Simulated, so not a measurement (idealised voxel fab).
Proc. module: voxel wiring stack
Shown is cross-section cut, with a width of 165 nm and square cells of size 5 nm.
In what follows, cross-sections appear as grids of square cells, described through bands that run from the top down, where every band is one or more rows of cells. Read a band's entry like this: the first values are the height of its top and the height of its bottom in nm, and what follows is the sequence of materials from left to right, each with its width in nm. Note that "blank" is empty space, and that a single material marked "all across" reaches across the band from edge to edge. Beneath 0, the wafer as received is one material, and that level is where height counting begins. The lowest band goes on downward without a bottom; it is written like "0 -> down". The width entry "30->40" should be interpreted row by row: the top row of cells in the band takes the first number, the bottom row takes the second number, and the change between adjacent rows is uniform throughout. The cross-section has no changed cell in any step marked "no alteration". Look at "Enclosed void inventory" for the closed voids: empty spaces with no open path to the top, sized 8 cells or up. Each is width x height at distance, distance from the left edge, all nm. Post-settings text on a step line: simulator's own remark regarding the step. What "overlay nm" on a step's line means: if the step has a mask, that mask lay this far to the right of its planned place, or, when the value is negative, to the left.

-- These are the steps we planned for the process
1) RECEIVE [material Si]
2) CONFORMAL_DEP [material SiO2] [thk nm 10]
3) DIRECTIONAL_DEP [material TiN] [thk nm 5]
4) DIRECTIONAL_DEP [material W] [thk nm 25]
5) PATTERN [tone cover] [mask id METAL_1] [material resist] [width nm 20] [pitch nm 40] [thk nm 15] [overlay nm 0]
6) DIRECTIONAL_ETCH [etch materials W] [depth nm 25]
7) DIRECTIONAL_ETCH [etch materials TiN] [depth nm 5]
8) STRIP [etch materials resist]
9) CONFORMAL_DEP [material SiCN] [thk nm 5]
10) FILL_DEP [material lowk] [thk nm 10]
11) CMP [height nm 40]
12) CONFORMAL_DEP [material SiCN] [thk nm 5]
13) DIRECTIONAL_DEP [material SiO2] [thk nm 20]
14) DIRECTIONAL_DEP [material aC] [thk nm 10]
15) PATTERN [tone open] [mask id PLUG_1] [material resist] [width nm 15] [pitch nm 40] [thk nm 25] [overlay nm 0]
16) DIRECTIONAL_ETCH [etch materials aC] [depth nm 10]
17) STRIP [etch materials resist]
18) DIRECTIONAL_ETCH [etch materials SiO2] [depth nm 20]
19) DIRECTIONAL_ETCH [etch materials SiCN] [depth nm 5]
20) STRIP [etch materials aC]
21) CONFORMAL_DEP [material TiN] [thk nm 5]
22) FILL_DEP [material Cu] [thk nm 10]
23) CMP [height nm 65]
24) DIRECTIONAL_DEP [material TiN] [thk nm 5]
25) DIRECTIONAL_DEP [material Ru] [thk nm 15]
26) PATTERN [tone cover] [mask id METAL_2] [material resist] [width nm 20] [pitch nm 40] [thk nm 20] [overlay nm 0]
27) DIRECTIONAL_ETCH [etch materials Ru] [depth nm 15]
28) DIRECTIONAL_ETCH [etch materials TiN] [depth nm 5]
29) STRIP [etch materials resist]
30) FILL_DEP [material lowk] [thk nm 10]
31) CMP [height nm 85]
32) CONFORMAL_DEP [material SiCN] [thk nm 5]
33) DIRECTIONAL_DEP [material lowk] [thk nm 20]
34) PATTERN [tone open] [mask id PLUG_2] [material resist] [width nm 15] [pitch nm 40] [thk nm 15] [overlay nm 0]
35) DIRECTIONAL_ETCH [etch materials lowk] [depth nm 20]
36) DIRECTIONAL_ETCH [etch materials SiCN] [depth nm 5]
37) STRIP [etch materials resist]
38) EPI [material Ru] [thk nm 10]
39) EPI [material Ru] [thk nm 10]
40) EPI [material Ru] [thk nm 5]
41) DIRECTIONAL_DEP [material TiN] [thk nm 5]
42) DIRECTIONAL_DEP [material Ru] [thk nm 15]
43) DIRECTIONAL_DEP [material aC] [thk nm 10]
44) PATTERN [tone cover] [mask id METAL_3] [material resist] [width nm 20] [pitch nm 40] [thk nm 25] [overlay nm 0]
45) DIRECTIONAL_ETCH [etch materials aC] [depth nm 10]
46) STRIP [etch materials resist]
47) DIRECTIONAL_ETCH [etch materials Ru] [depth nm 15]
48) DIRECTIONAL_ETCH [etch materials TiN] [depth nm 5]
49) STRIP [etch materials aC]
50) CONFORMAL_DEP [material SiN] [thk nm 5]
51) FILL_DEP [material SiO2] [thk nm 10]
52) CMP [height nm 130]
53) CONFORMAL_DEP [material SiCN] [thk nm 5]
54) DIRECTIONAL_DEP [material lowk] [thk nm 20]
55) MASKED_ETCH [tone open] [mask id PLUG_3] [width nm 15] [pitch nm 40] [etch materials lowk] [depth nm 20] [overlay nm 0]
56) MASKED_ETCH [tone open] [mask id PLUG_3] [width nm 15] [pitch nm 40] [etch materials SiCN] [depth nm 5] [overlay nm 0]
57) EPI [material Ru] [thk nm 10]
58) EPI [material Ru] [thk nm 10]
59) EPI [material Ru] [thk nm 5]
60) DIRECTIONAL_DEP [material TiN] [thk nm 5]
61) DIRECTIONAL_DEP [material W] [thk nm 15]
62) MASKED_ETCH [tone cover] [mask id METAL_4] [width nm 20] [pitch nm 40] [etch materials W] [depth nm 15] [overlay nm 0]
63) MASKED_ETCH [tone cover] [mask id METAL_4] [width nm 20] [pitch nm 40] [etch materials TiN] [depth nm 5] [overlay nm 0]
64) FILL_DEP [material SiO2] [thk nm 10]
65) CMP [height nm 175]
66) CONFORMAL_DEP [material SiCN] [thk nm 5]

-- Cross-section, incoming material, after step 1
    0 -> down | Si all across
    Enclosed void inventory: none

-- Sectioned view, first of two wafers, at the close of the module, processed as intended in the plan
    180 -> 175 | SiCN all across
    175 -> 160 | SiO2 (30) / W (20) / SiO2 (20) / W (20) / SiO2 (20) / W (20) / SiO2 (35)
    160 -> 155 | SiO2 (30) / TiN (20) / SiO2 (20) / TiN (20) / SiO2 (20) / TiN (20) / SiO2 (35)
    155 -> 135 | lowk (30) / Ru (15) / lowk (25) / Ru (15) / lowk (25) / Ru (15) / lowk (40)
    135 -> 130 | SiCN (30) / Ru (15) / SiCN (25) / Ru (15) / SiCN (25) / Ru (15) / SiCN (40)
    130 -> 115 | SiO2 (25) / SiN (5) / Ru (20) / SiN (5) / SiO2 (10) / SiN (5) / Ru (20) / SiN (5) / SiO2 (10) / SiN (5) / Ru (20) / SiN (5) / SiO2 (30)
    115 -> 110 | SiN (30) / TiN (20) / SiN (20) / TiN (20) / SiN (20) / TiN (20) / SiN (35)
    110 -> 90 | lowk (30) / Ru (15) / lowk (25) / Ru (15) / lowk (25) / Ru (15) / lowk (40)
    90 -> 85 | SiCN (30) / Ru (15) / SiCN (25) / Ru (15) / SiCN (25) / Ru (15) / SiCN (40)
    85 -> 70 | lowk (30) / Ru (20) / lowk (20) / Ru (20) / lowk (20) / Ru (20) / lowk (35)
    70 -> 65 | lowk (30) / TiN (20) / lowk (20) / TiN (20) / lowk (20) / TiN (20) / lowk (35)
    65 -> 45 | SiO2 (30) / TiN (5) / Cu (5) / TiN (5) / SiO2 (25) / TiN (5) / Cu (5) / TiN (5) / SiO2 (25) / TiN (5) / Cu (5) / TiN (5) / SiO2 (40)
    45 -> 40 | SiCN (30) / TiN (15) / SiCN (25) / TiN (15) / SiCN (25) / TiN (15) / SiCN (40)
    40 -> 15 | lowk (25) / SiCN (5) / W (20) / SiCN (5) / lowk (10) / SiCN (5) / W (20) / SiCN (5) / lowk (10) / SiCN (5) / W (20) / SiCN (5) / lowk (30)
    15 -> 10 | SiCN (30) / TiN (20) / SiCN (20) / TiN (20) / SiCN (20) / TiN (20) / SiCN (35)
    10 -> 0 | SiO2 all across
    0 -> down | Si all across
    Enclosed void inventory: none

-- End-of-module cross-section of the second wafer: identical starting point and process plan to the first, with one processing mistake
    180 -> 175 | SiCN all across
    175 -> 160 | SiO2 (30) / W (20) / SiO2 (20) / W (20) / SiO2 (20) / W (20) / SiO2 (35)
    160 -> 155 | SiO2 (20) / TiN (30) / SiO2 (10) / TiN (30) / SiO2 (10) / TiN (30) / SiO2 (35)
    155 -> 135 | lowk (30) / Ru (15) / lowk (25) / Ru (15) / lowk (25) / Ru (15) / lowk (40)
    135 -> 130 | SiCN (30) / Ru (15) / SiCN (25) / Ru (15) / SiCN (25) / Ru (15) / SiCN (40)
    130 -> 115 | SiO2 (25) / SiN (5) / Ru (20) / SiN (5) / SiO2 (10) / SiN (5) / Ru (20) / SiN (5) / SiO2 (10) / SiN (5) / Ru (20) / SiN (5) / SiO2 (30)
    115 -> 110 | SiN (30) / TiN (20) / SiN (20) / TiN (20) / SiN (20) / TiN (20) / SiN (35)
    110 -> 90 | lowk (30) / Ru (15) / lowk (25) / Ru (15) / lowk (25) / Ru (15) / lowk (40)
    90 -> 85 | SiCN (30) / Ru (15) / SiCN (25) / Ru (15) / SiCN (25) / Ru (15) / SiCN (40)
    85 -> 70 | lowk (30) / Ru (20) / lowk (20) / Ru (20) / lowk (20) / Ru (20) / lowk (35)
    70 -> 65 | lowk (30) / TiN (20) / lowk (20) / TiN (20) / lowk (20) / TiN (20) / lowk (35)
    65 -> 45 | SiO2 (30) / TiN (5) / Cu (5) / TiN (5) / SiO2 (25) / TiN (5) / Cu (5) / TiN (5) / SiO2 (25) / TiN (5) / Cu (5) / TiN (5) / SiO2 (40)
    45 -> 40 | SiCN (30) / TiN (15) / SiCN (25) / TiN (15) / SiCN (25) / TiN (15) / SiCN (40)
    40 -> 15 | lowk (25) / SiCN (5) / W (20) / SiCN (5) / lowk (10) / SiCN (5) / W (20) / SiCN (5) / lowk (10) / SiCN (5) / W (20) / SiCN (5) / lowk (30)
    15 -> 10 | SiCN (30) / TiN (20) / SiCN (20) / TiN (20) / SiCN (20) / TiN (20) / SiCN (35)
    10 -> 0 | SiO2 all across
    0 -> down | Si all across
    Enclosed void inventory: none
Short version of what went wrong: it should be noted that step 63 was executed with settings other than those planned, the operation and settings actually applied being MASKED_ETCH [tone cover] [mask id METAL_4] [width nm 20] [pitch nm 40] [etch materials TiN] [depth nm 5] [overlay nm -10]
It is noted that, at the conclusion of processing, the second wafer exhibits a higher or lower cell count for certain materials relative to the first: 6 fewer of SiO2 | 6 more of TiN
